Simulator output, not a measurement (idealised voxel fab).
Title: Process Module voxel released beams
Section shown: cut. Width: 165 nm. Cell size: 5 nm, square.
Cross-section format: a grid of square cells, given as bands from top to bottom; each band is one or more rows of cells.
This entry defines a band. It first specifies the height of the band's top and the height of its bottom in nm, and then specifies the band's materials from left to right, stating each material with its width in nm. The word "throughout" identifies a single material that fills the band from edge to edge, while the word "air" identifies empty space.
Ref level 0: as-received wafer is one material below here. Bottom band extends down with no lower bound ("from 0 down").
Graded width ("30..40"): value in top row of band = first number; value in bottom row = second number; row-to-row change constant.
"identical to before" after a step means that no cell of the cross-section changed.
The list in "Enclosed void entries" covers empty spaces of 8 cells or more that cannot reach the top through any open way, and it gives each as width x height at distance; the distance is from the left edge, and width, height and distance are in nm.
Note: text after step settings on the step line = simulator remark on that step.
overlay nm: on a step with a mask, how far right of its planned place the mask lay; negative means left.
**The following list gives the planned process steps**
step 1: RECEIVE: material Si
step 2: CONFORMAL_DEP: material Al2O3, thk nm 5
step 3: DIRECTIONAL_DEP: material SiO2, thk nm 20
step 4: PATTERN: tone open, mask id ANCHOR, material resist, width nm 35, thk nm 15, overlay nm -10
step 5: DIRECTIONAL_ETCH: etch materials SiO2, depth nm 20
step 6: STRIP: etch materials resist
step 7: CONFORMAL_DEP: material W, thk nm 10
step 8: DIRECTIONAL_DEP: material aC, thk nm 10
step 9: PATTERN: tone cover, mask id BEAM, material resist, width nm 120, thk nm 30, overlay nm 0
step 10: DIRECTIONAL_ETCH: etch materials aC, depth nm 10
step 11: STRIP: etch materials resist
step 12: DIRECTIONAL_ETCH: etch materials W, depth nm 10
step 13: STRIP: etch materials aC
step 14: STRIP: etch materials SiO2
Be aware that, although all wafers share a common starting state, the overlay nm at step 4 differs among them, and the plan displays the first wafer's value.
**First of several wafers (as received, post step 1), cross-sectional view**
    from 0 down  Si throughout
    Enclosed void entries: none
**Post step 14, the closing step of the module: first of several wafers, cross-sectioned**
    from 35 to 25  air=20 | W=5 | air=15 | W=100 | air=25
    from 25 to 15  air=15 | W=10 | air=15 | W=10 | air=115
    from 15 to 5  air=15 | W=35 | air=115
    from 5 to 0  Al2O3 throughout
    from 0 down  Si throughout
    Enclosed void entries: none
**Final wafer cross-section at module end**
    from 35 to 25  air=20 | W=30 | air=15 | W=75 | air=25
    from 25 to 15  air=40 | W=10 | air=15 | W=10 | air=90
    from 15 to 5  air=40 | W=35 | air=90
    from 5 to 0  Al2O3 throughout
    from 0 down  Si throughout
    Enclosed void entries: none
**each wafer at the end: cells of each material gained (+) or lost (-) since it was received, then its closed voids**
overlay nm -10; +33 Al2O3; +64 W; Enclosed void entries: none
overlay nm -5; +33 Al2O3; +64 W; Enclosed void entries: none
overlay nm 0; +33 Al2O3; +64 W; Enclosed void entries: none
overlay nm 5; +33 Al2O3; +64 W; Enclosed void entries: none
overlay nm 10; +33 Al2O3; +64 W; Enclosed void entries: none
overlay nm 15; +33 Al2O3; +64 W; Enclosed void entries: none
